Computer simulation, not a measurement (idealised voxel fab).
process module | voxel spacer lines
cross-section cut | 140 nm wide | cells 5 nm
A cross-section is a grid of square cells, given in bands from the top down. A band is one or more rows of cells.
Each band's line starts with the height of the band's top and of its bottom, in nm. Then come its materials from left to right, each with its width in nm. One material with "throughout" fills the band from edge to edge. "air" is empty space.
Height 0 is the level under which the wafer as received is all one material. The lowest band goes on downwards, as in "0 down".
A width such as "30 to 40" changes by the same amount from each row of cells to the next, from the band's top row to its bottom row.
"no change" after a step means that no cell of the cross-section changed.
closed voids: empty space of 8 cells or more with no open way to the top, each as width x height at its distance from the left edge, in nm
after a step's settings: what the simulator itself notes on the step
overlay nm, on a step with a mask: how far to the right of its planned place the mask lay; to the left if negative
plan
1 op RECEIVE | material Si
2 op CONFORMAL_DEP | material SiO2 | thk nm 5
3 op DIRECTIONAL_DEP | material W | thk nm 20
4 op DIRECTIONAL_DEP | material aC | thk nm 30
5 op PATTERN | tone cover | mask id MANDREL | material resist | width nm 25 | pitch nm 80 | thk nm 40 | overlay nm 0
6 op DIRECTIONAL_ETCH | etch materials aC | depth nm 30
7 op STRIP | etch materials resist
8 op CONFORMAL_DEP | material SiN | thk nm 15
9 op DIRECTIONAL_ETCH | etch materials SiN | depth nm 15
10 op STRIP | etch materials aC
11 op DIRECTIONAL_ETCH | etch materials W | depth nm 20
12 op STRIP | etch materials SiN
13 op FILL_DEP | material SiO2 | thk nm 5
14 op CMP | height nm 25
first wafer, as planned
as received, after step 1
  0 down: Si throughout
  closed voids: none
after step 2
  5 to 0: SiO2 throughout
  below 0: unchanged
after step 3
  25 to 5: W throughout
  below 5: unchanged
after step 4
  55 to 25: aC throughout
  below 25: unchanged
after step 5
  95 to 55: air 15 | resist 25 | air 55 | resist 25 | air 20
  below 55: unchanged
after step 6
  65 to 55: air 15 | resist 25 | air 55 | resist 25 | air 20
  55 to 25: air 15 | aC 25 | air 55 | aC 25 | air 20
  below 25: unchanged
after step 7
  55 to 25: air 15 | aC 25 | air 55 | aC 25 | air 20
  below 25: unchanged
after step 8
  70 to 55: SiN 55 | air 25 | SiN 55 | air 5
  55 to 40: SiN 15 | aC 25 | SiN 15 | air 25 | SiN 15 | aC 25 | SiN 15 | air 5
  40 to 25: SiN 15 | aC 25 | SiN 55 | aC 25 | SiN 20
  below 25: unchanged
after step 9
  55 to 25: SiN 15 | aC 25 | SiN 15 | air 25 | SiN 15 | aC 25 | SiN 15 | air 5
  below 25: unchanged
after step 10
  55 to 25: SiN 15 | air 25 | SiN 15 | air 25 | SiN 15 | air 25 | SiN 15 | air 5
  below 25: unchanged
after step 11
  55 to 25: SiN 15 | air 25 | SiN 15 | air 25 | SiN 15 | air 25 | SiN 15 | air 5
  25 to 5: W 15 | air 25 | W 15 | air 25 | W 15 | air 25 | W 15 | air 5
  below 5: unchanged
after step 12
  25 to 5: W 15 | air 25 | W 15 | air 25 | W 15 | air 25 | W 15 | air 5
  below 5: unchanged
after step 13
  30 to 25: SiO2 throughout
  25 to 5: W 15 | SiO2 25 | W 15 | SiO2 25 | W 15 | SiO2 25 | W 15 | SiO2 5
  below 5: unchanged
after step 14
  25 to 5: W 15 | SiO2 25 | W 15 | SiO2 25 | W 15 | SiO2 25 | W 15 | SiO2 5
  below 5: unchanged
second wafer: like start, like plan, one mistake. Through step 1 it matches the first wafer
when step 2 should have ended: no change
when step 3 should have ended
  20 to 0: W throughout
  below 0: unchanged
when step 4 should have ended
  50 to 20: aC throughout
  below 20: unchanged
when step 5 should have ended
  90 to 50: air 15 | resist 25 | air 55 | resist 25 | air 20
  below 50: unchanged
when step 6 should have ended
  60 to 50: air 15 | resist 25 | air 55 | resist 25 | air 20
  50 to 20: air 15 | aC 25 | air 55 | aC 25 | air 20
  below 20: unchanged
when step 7 should have ended
  50 to 20: air 15 | aC 25 | air 55 | aC 25 | air 20
  below 20: unchanged
when step 8 should have ended
  65 to 50: SiN 55 | air 25 | SiN 55 | air 5
  50 to 35: SiN 15 | aC 25 | SiN 15 | air 25 | SiN 15 | aC 25 | SiN 15 | air 5
  35 to 20: SiN 15 | aC 25 | SiN 55 | aC 25 | SiN 20
  below 20: unchanged
when step 9 should have ended
  50 to 20: SiN 15 | aC 25 | SiN 15 | air 25 | SiN 15 | aC 25 | SiN 15 | air 5
  below 20: unchanged
when step 10 should have ended
  50 to 20: SiN 15 | air 25 | SiN 15 | air 25 | SiN 15 | air 25 | SiN 15 | air 5
  below 20: unchanged
when step 11 should have ended
  50 to 20: SiN 15 | air 25 | SiN 15 | air 25 | SiN 15 | air 25 | SiN 15 | air 5
  20 to 0: W 15 | air 25 | W 15 | air 25 | W 15 | air 25 | W 15 | air 5
  below 0: unchanged
when step 12 should have ended
  20 to 0: W 15 | air 25 | W 15 | air 25 | W 15 | air 25 | W 15 | air 5
  below 0: unchanged
when step 13 should have ended
  25 to 20: SiO2 throughout
  20 to 0: W 15 | SiO2 25 | W 15 | SiO2 25 | W 15 | SiO2 25 | W 15 | SiO2 5
  below 0: unchanged
when step 14 should have ended: no change
what went wrong: step 2 was left out
at the end the second wafer has, in cells: as many of each material as the first, in other places
